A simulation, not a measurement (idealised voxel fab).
The process module presented herein is designated voxel air gaps.
Cross-section cut: width 185 nm, square cells of 5 nm.
The cross-sections in this document take the form of a grid made of square cells. They are written out as bands, in order from top to bottom. Each band consists of one or more rows of cells. Basically the band line says how high the top is and how high the bottom is, in nm, and then what's in it from left to right, every material with its width in nm. Empty space shows up as "blank", and if a single material carries "throughout" it runs the full band edge to edge. Basically, 0 is our baseline, since under it the wafer straight out of the box is all one material. The bottom band has no lower end and keeps on going down, so it looks like "z 0 and below". Width "30 to 40": first value at the band's top row of cells, second value at its bottom row, equal change from row to row. A step reported as "all unchanged" is a step in which no cell of the cross-section changed. "Enclosed internal voids" lists enclosed empty spaces (at least 8 cells, no open path upward to the top), each as width x height at distance from the left edge, in nm. Heads up: the bit after the settings on a step's line is the simulator's remark on that step. A step line may carry the setting "overlay nm", which, for steps involving a mask, states the distance by which the mask lay to the right of its intended position; negative values denote displacement to the left.
[Set out below are the planned steps of the process]
- 1: RECEIVE | material Si
- 2: CONFORMAL_DEP | material SiO2 | thk nm 10
- 3: CONFORMAL_DEP | material SiN | thk nm 5
- 4: DIRECTIONAL_DEP | material lowk | thk nm 40
- 5: PATTERN | tone open | mask id LINES | material resist | width nm 15 | pitch nm 40 | thk nm 15 | overlay nm 0
- 6: DIRECTIONAL_ETCH | etch materials lowk | depth nm 40
- 7: STRIP | etch materials resist
- 8: CONFORMAL_DEP | material TiN | thk nm 5
- 9: FILL_DEP | material Ru | thk nm 10
- 10: CMP | height nm 55
- 11: EPI | material Ru | thk nm 10
- 12: SELECTIVE_ETCH | etch materials lowk | depth nm 50
- 13: CONFORMAL_DEP | material SiCN | thk nm 5
[Here's what the wafer looked like in cross-section when it arrived - that's after step 1]
	z 0 and below = Si throughout
	Enclosed internal voids: none
[The first of the two wafers as seen in cross-section once the module was finished; processing followed the plan]
	z 70 to 65 = blank=30, SiCN=125, blank=30
	z 65 to 55 = blank=30, SiCN=5, Ru=35, SiCN=5, Ru=35, SiCN=5, Ru=35, SiCN=5, blank=30
	z 55 to 50 = blank=30, SiCN=15, TiN=5, Ru=5, TiN=5, SiCN=25, TiN=5, Ru=5, TiN=5, SiCN=25, TiN=5, Ru=5, TiN=5, SiCN=15, blank=30
	z 50 to 20 = blank=40, SiCN=5, TiN=5, Ru=5, TiN=5, SiCN=5, blank=15, SiCN=5, TiN=5, Ru=5, TiN=5, SiCN=5, blank=15, SiCN=5, TiN=5, Ru=5, TiN=5, SiCN=5, blank=40
	z 20 to 15 = SiCN=45, TiN=15, SiCN=25, TiN=15, SiCN=25, TiN=15, SiCN=45
	z 15 to 10 = SiN throughout
	z 10 to 0 = SiO2 throughout
	z 0 and below = Si throughout
	Enclosed internal voids: 15 x 30 at 65; 15 x 30 at 105
[What the second wafer looks like in cross-section once the module is done. Its start and its plan matched the first wafer's exactly; what differed was one mistake in how it was run]
	z 60 to 55 = SiCN throughout
	z 55 to 50 = SiN throughout
	z 50 to 10 = lowk throughout
	z 10 to 0 = SiO2 throughout
	z 0 and below = Si throughout
	Enclosed internal voids: none
What went wrong in running the wafer? steps 3 and 4 traded places in the executed sequence
The final cell counts differ between the wafers, with the second having more or fewer of some materials than the first: 63 fewer of Ru, 76 fewer of SiCN, 51 fewer of TiN, 296 more of lowk
First wafer closed voids (final) = 2; second wafer closed voids (final) = 0.
